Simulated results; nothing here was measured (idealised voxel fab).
The process module presented herein is designated voxel spacer lines.
Cross-sectional view cut (width: 185 nm; square cell size: 5 nm).
A cross-section is a grid of square cells, given in bands from the top down. A band is one or more rows of cells. Top height, bottom height, nm. Materials left to right, width each, nm. Single material + "throughout" = fills band edge to edge. "air" = empty. Height datum 0, below which the as-received substrate wafer is one material. Lowest band open at the bottom, running downward: "from 0 down". A two-number width, for instance "30 to 40", indicates that the width is equal to the first number in the top row of the band and to the second number in the bottom row, and that it changes by a constant amount per row of cells. For the purposes of this document, the phrase "no alterations made" attached to a step denotes that no cell within the cross-section was modified by that step. Closed empty spaces (no open way to the top) of 8 cells or more are what "Voids, fully enclosed" lists, each as width x height at distance from the left edge, nm for all three. If you see something after the settings on a step's line, that's the simulator's own remark about that step. overlay nm: for a step with a mask, the amount by which the mask lay right of where it was planned; a negative amount means left of it.
-- The planned process steps are enumerated hereunder
1. RECEIVE: material Si
2. CONFORMAL_DEP: material Al2O3, thk nm 10
3. DIRECTIONAL_DEP: material W, thk nm 10
4. DIRECTIONAL_DEP: material polySi, thk nm 25
5. PATTERN: tone cover, mask id MANDREL, material resist, width nm 15, pitch nm 50, thk nm 30, overlay nm 0
6. DIRECTIONAL_ETCH: etch materials polySi, depth nm 25
7. STRIP: etch materials resist
8. CONFORMAL_DEP: material SiO2, thk nm 10
9. DIRECTIONAL_ETCH: etch materials SiO2, depth nm 10
10. STRIP: etch materials polySi
11. DIRECTIONAL_ETCH: etch materials W, depth nm 10
12. STRIP: etch materials SiO2
13. FILL_DEP: material lowk, thk nm 10
14. CMP: height nm 20
Wafers differ in width nm at step 5; plan lists the first wafer's value; identical starting state.
-- The first of several wafers in cross-section, exactly as it reached us after step 1
    from 0 down: Si throughout
    Voids, fully enclosed: none
-- Once step 14, the last step, is complete, the module is at its end; this is the cross-section of the first of several wafers
    from 20 to 10: 50 nm lowk / 10 nm W / 15 nm lowk / 10 nm W / 15 nm lowk / 10 nm W / 15 nm lowk / 10 nm W / 50 nm lowk
    from 10 to 0: Al2O3 throughout
    from 0 down: Si throughout
    Voids, fully enclosed: none
-- The final wafer, sectioned at module end
    from 20 to 10: 45 nm lowk / 10 nm W / 30 nm lowk / 20 nm W / 30 nm lowk / 10 nm W / 40 nm lowk
    from 10 to 0: Al2O3 throughout
    from 0 down: Si throughout
    Voids, fully enclosed: none
-- Gained (+) or lost (-) cells of each material since receipt, then closed voids: one row per wafer, at the end of the module
width nm 15 | +74 Al2O3 | +16 W | +58 lowk | Voids, fully enclosed: none
width nm 20 | +74 Al2O3 | +16 W | +58 lowk | Voids, fully enclosed: none
width nm 25 | +74 Al2O3 | +16 W | +58 lowk | Voids, fully enclosed: none
width nm 30 | +74 Al2O3 | +16 W | +58 lowk | Voids, fully enclosed: none
